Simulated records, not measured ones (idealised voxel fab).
process module | voxel air gaps
cross-section cut | 195 nm wide | cells 5 nm
A cross-section is a grid of square cells, given in bands from the top down. A band is one or more rows of cells.
Each band's line starts with the height of the band's top and of its bottom, in nm. Then come its materials from left to right, each with its width in nm. One material with "throughout" fills the band from edge to edge. "air" is empty space.
Height 0 is the level under which the wafer as received is all one material. The lowest band goes on downwards, as in "0 down".
A width such as "30 to 40" changes by the same amount from each row of cells to the next, from the band's top row to its bottom row.
"no change" after a step means that no cell of the cross-section changed.
closed voids: empty space of 8 cells or more with no open way to the top, each as width x height at its distance from the left edge, in nm
after a step's settings: what the simulator itself notes on the step
overlay nm, on a step with a mask: how far to the right of its planned place the mask lay; to the left if negative
plan
1 op RECEIVE | material Si
2 op CONFORMAL_DEP | material SiO2 | thk nm 15
3 op CONFORMAL_DEP | material SiN | thk nm 5
4 op DIRECTIONAL_DEP | material SiO2 | thk nm 40
5 op DIRECTIONAL_DEP | material aC | thk nm 15
6 op PATTERN | tone open | mask id LINES | material resist | width nm 15 | pitch nm 45 | thk nm 35 | overlay nm 0
7 op DIRECTIONAL_ETCH | etch materials aC | depth nm 15
8 op STRIP | etch materials resist
9 op DIRECTIONAL_ETCH | etch materials SiO2 | depth nm 40
10 op STRIP | etch materials aC
11 op CONFORMAL_DEP | material TiN | thk nm 5
12 op FILL_DEP | material W | thk nm 5
13 op CMP | height nm 60
14 op EPI | material Ru | thk nm 10
15 op SELECTIVE_ETCH | etch materials SiO2 | depth nm 50
16 op CONFORMAL_DEP | material SiN | thk nm 5
varied across the wafers: width nm of step 6. The plan shows the first wafer's value. All wafers start alike
first wafer as received, after step 1
  0 down: Si throughout
  closed voids: none
each wafer at the end: cells of each material gained (+) or lost (-) since it was received, then its closed voids
width nm 15 | +42 Ru | +162 SiN | +117 SiO2 | +51 TiN | +21 W | closed voids: 20 x 30 at 65; 20 x 30 at 110
width nm 20 | +48 Ru | +154 SiN | +117 SiO2 | +54 TiN | +42 W | closed voids: 15 x 30 at 70; 15 x 30 at 115
width nm 25 | +54 Ru | +106 SiN | +181 SiO2 | +57 TiN | +63 W | closed voids: none
width nm 30 | +56 Ru | +106 SiN | +165 SiO2 | +60 TiN | +84 W | closed voids: none
